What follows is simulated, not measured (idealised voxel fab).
process module | voxel self aligned vias
cross-section cut | 210 nm wide | cells 5 nm
A cross-section is a grid of square cells, given in bands from the top down. A band is one or more rows of cells.
Each band's line starts with the height of the band's top and of its bottom, in nm. Then come its materials from left to right, each with its width in nm. One material with "throughout" fills the band from edge to edge. "air" is empty space.
Height 0 is the level under which the wafer as received is all one material. The lowest band goes on downwards, as in "0 down".
A width such as "30 to 40" changes by the same amount from each row of cells to the next, from the band's top row to its bottom row.
"no change" after a step means that no cell of the cross-section changed.
closed voids: empty space of 8 cells or more with no open way to the top, each as width x height at its distance from the left edge, in nm
after a step's settings: what the simulator itself notes on the step
overlay nm, on a step with a mask: how far to the right of its planned place the mask lay; to the left if negative
plan
1 op RECEIVE | material Si
2 op CONFORMAL_DEP | material SiO2 | thk nm 15
3 op CONFORMAL_DEP | material SiCN | thk nm 5
4 op DIRECTIONAL_DEP | material SiO2 | thk nm 30
5 op DIRECTIONAL_DEP | material aC | thk nm 15
6 op PATTERN | tone open | mask id LINES | material resist | width nm 30 | pitch nm 65 | thk nm 30 | overlay nm 0
7 op DIRECTIONAL_ETCH | etch materials aC | depth nm 15
8 op STRIP | etch materials resist
9 op DIRECTIONAL_ETCH | etch materials SiO2 | depth nm 30
10 op STRIP | etch materials aC
11 op CONFORMAL_DEP | material TiN | thk nm 5
12 op FILL_DEP | material W | thk nm 10
13 op CMP | height nm 50
14 op SELECTIVE_ETCH | etch materials W Ru TiN | depth nm 5
15 op FILL_DEP | material SiN | thk nm 10
16 op CMP | height nm 50
17 op DIRECTIONAL_DEP | material SiO2 | thk nm 20
18 op PATTERN | tone open | mask id VIAS | material resist | width nm 40 | thk nm 15 | overlay nm 0
19 op DIRECTIONAL_ETCH | etch materials SiO2 | depth nm 20
20 op DIRECTIONAL_ETCH | etch materials SiN | depth nm 5
21 op STRIP | etch materials resist
22 op CONFORMAL_DEP | material TiN | thk nm 5
23 op FILL_DEP | material Ru | thk nm 10
24 op CMP | height nm 70
25 op CONFORMAL_DEP | material SiN | thk nm 5
as received, after step 1
  0 down: Si throughout
  closed voids: none
a wafer at the end: this start, this plan, one mistake
  75 to 70: SiN throughout
  70 to 55: SiO2 50 | TiN 5 | Ru 30 | TiN 5 | SiO2 120
  55 to 50: SiO2 50 | TiN 20 | Ru 15 | TiN 5 | SiO2 120
  50 to 45: SiO2 65 | TiN 25 | SiN 5 | SiO2 35 | SiN 30 | SiO2 50
  45 to 25: SiO2 65 | TiN 5 | W 20 | TiN 5 | SiO2 35 | TiN 5 | W 20 | TiN 5 | SiO2 50
  25 to 20: SiO2 65 | TiN 30 | SiO2 35 | TiN 30 | SiO2 50
  20 to 15: SiCN throughout
  15 to 0: SiO2 throughout
  0 down: Si throughout
  closed voids: none
what went wrong: step 6 ran as: op PATTERN | tone open | mask id LINES | material resist | width nm 30 | pitch nm 65 | thk nm 30 | overlay nm 10
